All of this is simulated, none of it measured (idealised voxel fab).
The following process module bears the name voxel wiring stack.
The width of the displayed cross-section, cut, is 210 nm; its cells are square, with a size of 5 nm.
Cross-section, as written here: a square-cell grid given band by band from the top down, where a band holds one or more rows of cells. First you get the band's top height and its bottom height, in nm, and then the materials it's made of, left to right, with each width in nm. If you see a single material with "all across", that one covers the band edge to edge. "empty" is empty space. Heights from 0 (as-received wafer is one material below). Bottom band endless downward, as "0 down". A two-number width, for instance "30 to 40", indicates that the width is equal to the first number in the top row of the band and to the second number in the bottom row, and that it changes by a constant amount per row of cells. When a step is marked "remained the same", none of the cells in the cross-section changed during that step. So "Closed internal voids" is basically the list of trapped voids: any empty space of 8 cells or more that can't reach the top through an opening. They're written width x height at distance, the distance being from the left edge, and it's all nm. Heads up: the bit after the settings on a step's line is the simulator's remark on that step. overlay nm: right-of-plan distance of the mask on a masked step; negative values mean left-of-plan.
## Planned process steps
- 1: RECEIVE,material Si
- 2: CONFORMAL_DEP,material SiO2,thk nm 10
- 3: CONFORMAL_DEP,material SiN,thk nm 5
- 4: DIRECTIONAL_DEP,material SiO2,thk nm 25
- 5: DIRECTIONAL_DEP,material aC,thk nm 10
- 6: PATTERN,tone open,mask id METAL_1,material resist,width nm 25,pitch nm 50,thk nm 30,overlay nm 0
- 7: DIRECTIONAL_ETCH,etch materials aC,depth nm 10
- 8: STRIP,etch materials resist
- 9: DIRECTIONAL_ETCH,etch materials SiO2,depth nm 25
- 10: DIRECTIONAL_ETCH,etch materials SiN,depth nm 5
- 11: STRIP,etch materials aC
- 12: CONFORMAL_DEP,material TiN,thk nm 5
- 13: FILL_DEP,material Cu,thk nm 5
- 14: CMP,height nm 40
- 15: CONFORMAL_DEP,material SiCN,thk nm 5
- 16: DIRECTIONAL_DEP,material SiO2,thk nm 25
- 17: MASKED_ETCH,tone open,mask id METAL_2_HOLES,width nm 15,pitch nm 50,etch materials SiO2,depth nm 25,overlay nm 0
- 18: MASKED_ETCH,tone open,mask id METAL_2,width nm 25,pitch nm 50,etch materials SiO2,depth nm 15,overlay nm 0
- 19: MASKED_ETCH,tone open,mask id METAL_2,width nm 25,pitch nm 50,etch materials SiCN,depth nm 5,overlay nm 0
- 20: CONFORMAL_DEP,material TiN,thk nm 5
- 21: FILL_DEP,material Cu,thk nm 10
- 22: CMP,height nm 70
- 23: CONFORMAL_DEP,material SiCN,thk nm 5
- 24: DIRECTIONAL_DEP,material lowk,thk nm 35
- 25: PATTERN,tone open,mask id METAL_3,material resist,width nm 25,pitch nm 50,thk nm 15,overlay nm 0
- 26: DIRECTIONAL_ETCH,etch materials lowk,depth nm 20
- 27: STRIP,etch materials resist
- 28: DIRECTIONAL_DEP,material aC,thk nm 15
- 29: PATTERN,tone open,mask id METAL_3_HOLES,material resist,width nm 15,pitch nm 50,thk nm 35,overlay nm 0
- 30: DIRECTIONAL_ETCH,etch materials aC,depth nm 15
- 31: STRIP,etch materials resist
- 32: DIRECTIONAL_ETCH,etch materials lowk,depth nm 15
- 33: DIRECTIONAL_ETCH,etch materials SiCN,depth nm 5
- 34: STRIP,etch materials aC
- 35: CONFORMAL_DEP,material TiN,thk nm 5
- 36: FILL_DEP,material Cu,thk nm 5
- 37: CMP,height nm 110
- 38: CONFORMAL_DEP,material SiN,thk nm 5
Be aware that, although all wafers share a common starting state, the overlay nm at step 17 differs among them, and the plan displays the first wafer's value.
## First of several wafers, received after step 1, in cross-section
	0 down: Si all across
	Closed internal voids: none
## Post step 38, the closing step of the module: first of several wafers, cross-sectioned
	115 to 110: SiN all across
	110 to 95: 15 nm lowk / 5 nm TiN / 15 nm Cu / 5 nm TiN / 25 nm lowk / 5 nm TiN / 15 nm Cu / 5 nm TiN / 25 nm lowk / 5 nm TiN / 15 nm Cu / 5 nm TiN / 25 nm lowk / 5 nm TiN / 15 nm Cu / 5 nm TiN / 20 nm lowk
	95 to 90: 15 nm lowk / 5 nm TiN / 5 nm Cu / 15 nm TiN / 25 nm lowk / 5 nm TiN / 5 nm Cu / 15 nm TiN / 25 nm lowk / 5 nm TiN / 5 nm Cu / 15 nm TiN / 25 nm lowk / 5 nm TiN / 5 nm Cu / 15 nm TiN / 20 nm lowk
	90 to 75: 15 nm lowk / 5 nm TiN / 5 nm Cu / 5 nm TiN / 35 nm lowk / 5 nm TiN / 5 nm Cu / 5 nm TiN / 35 nm lowk / 5 nm TiN / 5 nm Cu / 5 nm TiN / 35 nm lowk / 5 nm TiN / 5 nm Cu / 5 nm TiN / 30 nm lowk
	75 to 70: 15 nm SiCN / 15 nm TiN / 35 nm SiCN / 15 nm TiN / 35 nm SiCN / 15 nm TiN / 35 nm SiCN / 15 nm TiN / 30 nm SiCN
	70 to 60: 15 nm SiO2 / 5 nm TiN / 15 nm Cu / 5 nm TiN / 25 nm SiO2 / 5 nm TiN / 15 nm Cu / 5 nm TiN / 25 nm SiO2 / 5 nm TiN / 15 nm Cu / 5 nm TiN / 25 nm SiO2 / 5 nm TiN / 15 nm Cu / 5 nm TiN / 20 nm SiO2
	60 to 55: 15 nm SiO2 / 5 nm TiN / 5 nm Cu / 15 nm TiN / 25 nm SiO2 / 5 nm TiN / 5 nm Cu / 15 nm TiN / 25 nm SiO2 / 5 nm TiN / 5 nm Cu / 15 nm TiN / 25 nm SiO2 / 5 nm TiN / 5 nm Cu / 15 nm TiN / 20 nm SiO2
	55 to 45: 15 nm SiO2 / 5 nm TiN / 5 nm Cu / 5 nm TiN / 35 nm SiO2 / 5 nm TiN / 5 nm Cu / 5 nm TiN / 35 nm SiO2 / 5 nm TiN / 5 nm Cu / 5 nm TiN / 35 nm SiO2 / 5 nm TiN / 5 nm Cu / 5 nm TiN / 30 nm SiO2
	45 to 40: 15 nm SiCN / 15 nm TiN / 35 nm SiCN / 15 nm TiN / 35 nm SiCN / 15 nm TiN / 35 nm SiCN / 15 nm TiN / 30 nm SiCN
	40 to 15: 15 nm SiO2 / 5 nm TiN / 15 nm Cu / 5 nm TiN / 25 nm SiO2 / 5 nm TiN / 15 nm Cu / 5 nm TiN / 25 nm SiO2 / 5 nm TiN / 15 nm Cu / 5 nm TiN / 25 nm SiO2 / 5 nm TiN / 15 nm Cu / 5 nm TiN / 20 nm SiO2
	15 to 10: 15 nm SiN / 25 nm TiN / 25 nm SiN / 25 nm TiN / 25 nm SiN / 25 nm TiN / 25 nm SiN / 25 nm TiN / 20 nm SiN
	10 to 0: SiO2 all across
	0 down: Si all across
	Closed internal voids: none
## Last wafer x-sec, end of module
	115 to 110: SiN all across
	110 to 95: 15 nm lowk / 5 nm TiN / 15 nm Cu / 5 nm TiN / 25 nm lowk / 5 nm TiN / 15 nm Cu / 5 nm TiN / 25 nm lowk / 5 nm TiN / 15 nm Cu / 5 nm TiN / 25 nm lowk / 5 nm TiN / 15 nm Cu / 5 nm TiN / 20 nm lowk
	95 to 90: 15 nm lowk / 5 nm TiN / 5 nm Cu / 15 nm TiN / 25 nm lowk / 5 nm TiN / 5 nm Cu / 15 nm TiN / 25 nm lowk / 5 nm TiN / 5 nm Cu / 15 nm TiN / 25 nm lowk / 5 nm TiN / 5 nm Cu / 15 nm TiN / 20 nm lowk
	90 to 75: 15 nm lowk / 5 nm TiN / 5 nm Cu / 5 nm TiN / 35 nm lowk / 5 nm TiN / 5 nm Cu / 5 nm TiN / 35 nm lowk / 5 nm TiN / 5 nm Cu / 5 nm TiN / 35 nm lowk / 5 nm TiN / 5 nm Cu / 5 nm TiN / 30 nm lowk
	75 to 70: 15 nm SiCN / 15 nm TiN / 35 nm SiCN / 15 nm TiN / 35 nm SiCN / 15 nm TiN / 35 nm SiCN / 15 nm TiN / 30 nm SiCN
	70 to 60: 15 nm SiO2 / 5 nm TiN / 20 nm Cu / 5 nm TiN / 20 nm SiO2 / 5 nm TiN / 20 nm Cu / 5 nm TiN / 20 nm SiO2 / 5 nm TiN / 20 nm Cu / 5 nm TiN / 20 nm SiO2 / 5 nm TiN / 20 nm Cu / 5 nm TiN / 15 nm SiO2
	60 to 50: 15 to 30 nm SiO2 / 20 to 5 nm TiN / 5 nm Cu / 5 nm TiN / 20 to 35 nm SiO2 / 20 to 5 nm TiN / 5 nm Cu / 5 nm TiN / 20 to 35 nm SiO2 / 20 to 5 nm TiN / 5 nm Cu / 5 nm TiN / 20 to 35 nm SiO2 / 20 to 5 nm TiN / 5 nm Cu / 5 nm TiN / 15 nm SiO2
	50 to 45: 30 nm SiO2 / 15 nm TiN / 35 nm SiO2 / 15 nm TiN / 35 nm SiO2 / 15 nm TiN / 35 nm SiO2 / 15 nm TiN / 15 nm SiO2
	45 to 40: 30 nm SiCN / 10 nm TiN / 40 nm SiCN / 10 nm TiN / 40 nm SiCN / 10 nm TiN / 40 nm SiCN / 10 nm TiN / 20 nm SiCN
	40 to 15: 15 nm SiO2 / 5 nm TiN / 15 nm Cu / 5 nm TiN / 25 nm SiO2 / 5 nm TiN / 15 nm Cu / 5 nm TiN / 25 nm SiO2 / 5 nm TiN / 15 nm Cu / 5 nm TiN / 25 nm SiO2 / 5 nm TiN / 15 nm Cu / 5 nm TiN / 20 nm SiO2
	15 to 10: 15 nm SiN / 25 nm TiN / 25 nm SiN / 25 nm TiN / 25 nm SiN / 25 nm TiN / 25 nm SiN / 25 nm TiN / 20 nm SiN
	10 to 0: SiO2 all across
	0 down: Si all across
	Closed internal voids: none
## Below: a row per wafer. Contents at end of module: for every material, cells gained since receipt (+) or lost since receipt (-); then closed voids
overlay nm 0, +148 Cu, +60 SiCN, +64 SiN, +320 SiO2, +196 TiN, +178 lowk, Closed internal voids: none
overlay nm 5, +148 Cu, +60 SiCN, +64 SiN, +320 SiO2, +196 TiN, +178 lowk, Closed internal voids: none
overlay nm 10, +148 Cu, +60 SiCN, +64 SiN, +320 SiO2, +196 TiN, +178 lowk, Closed internal voids: none
overlay nm 15, +152 Cu, +64 SiCN, +64 SiN, +308 SiO2, +200 TiN, +178 lowk, Closed internal voids: none
